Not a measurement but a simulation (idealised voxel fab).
The name of this process module is voxel trench capacitor.
Displayed cross-section: cut, width of 295 nm, square cells sized 5 nm.
Reading order for cross-sections: top band down to bottom band. Underlying form: a grid of square cells. Band size: one or more rows of cells.
Band: top and bottom heights (nm) first, top before bottom; then materials from left to right, widths in nm. "throughout" marks a sole material filling the band edge to edge. "empty" denotes empty space.
Beneath 0, the wafer as received is one material, and that level is where height counting begins. The lowest band goes on downward without a bottom; it is written like "0 down".
The expression "30->40" gives the width at the extremes of the band, the first number at its top row of cells and the second at its bottom row, with the width changing by equal amounts from each row to the next in between.
You'll sometimes find "no alterations made" written for a step, and that's the way of saying that nowhere in the cross-section did a cell change during that step.
You'll see "Closed voids list" listing empty spaces that have no way open to the top, as long as they're 8 cells or more; the notation is width x height at distance, where the distance is from the left edge, and all of it is in nm.
Note: text after step settings on the step line = simulator remark on that step.
"overlay nm" on a masked step: distance the mask lay right of its planned place, negative for left.

## The planned process steps are enumerated hereunder
1 RECEIVE, material Si
2 CONFORMAL_DEP, material SiN, thk nm 10
3 DIRECTIONAL_DEP, material aC, thk nm 10
4 PATTERN, tone open, mask id TRENCH, material resist, width nm 25, pitch nm 45, thk nm 30, overlay nm 0
5 DIRECTIONAL_ETCH, etch materials aC, depth nm 10
6 STRIP, etch materials resist
7 DIRECTIONAL_ETCH, etch materials SiN, depth nm 10
8 DIRECTIONAL_ETCH, etch materials Si, depth nm 30
9 STRIP, etch materials aC
10 CONFORMAL_DEP, material Al2O3, thk nm 5
11 FILL_DEP, material polySi, thk nm 5
12 CMP, height nm 10

## As received (post step 1): cross-section
    0 down  Si throughout
    Closed voids list: none

## Cross-section, first of two wafers, end of module, run as planned
    10 to 0  SiN: 65 / Al2O3: 5 / polySi: 15 / Al2O3: 5 / SiN: 20 / Al2O3: 5 / polySi: 15 / Al2O3: 5 / SiN: 20 / Al2O3: 5 / polySi: 15 / Al2O3: 5 / SiN: 20 / Al2O3: 5 / polySi: 15 / Al2O3: 5 / SiN: 70
    0 to -25  Si: 65 / Al2O3: 5 / polySi: 15 / Al2O3: 5 / Si: 20 / Al2O3: 5 / polySi: 15 / Al2O3: 5 / Si: 20 / Al2O3: 5 / polySi: 15 / Al2O3: 5 / Si: 20 / Al2O3: 5 / polySi: 15 / Al2O3: 5 / Si: 70
    -25 to -30  Si: 65 / Al2O3: 25 / Si: 20 / Al2O3: 25 / Si: 20 / Al2O3: 25 / Si: 20 / Al2O3: 25 / Si: 70
    -30 down  Si throughout
    Closed voids list: none

## Wafer two (of two), end-of-module cross-section: start = wafer one, plan = wafer one, one run mistake
    10 to 0  SiN: 65 / aC: 5 / polySi: 15 / aC: 5 / SiN: 20 / aC: 5 / polySi: 15 / aC: 5 / SiN: 20 / aC: 5 / polySi: 15 / aC: 5 / SiN: 20 / aC: 5 / polySi: 15 / aC: 5 / SiN: 70
    0 to -25  Si: 65 / aC: 5 / polySi: 15 / aC: 5 / Si: 20 / aC: 5 / polySi: 15 / aC: 5 / Si: 20 / aC: 5 / polySi: 15 / aC: 5 / Si: 20 / aC: 5 / polySi: 15 / aC: 5 / Si: 70
    -25 to -30  Si: 65 / aC: 25 / Si: 20 / aC: 25 / Si: 20 / aC: 25 / Si: 20 / aC: 25 / Si: 70
    -30 down  Si throughout
    Closed voids list: none
What went wrong in running the wafer? not per plan at step 10, really ran CONFORMAL_DEP, material aC, thk nm 5
At the finish, the second wafer shows more or fewer cells for some materials than the first does: Al2O3 -76; aC +76
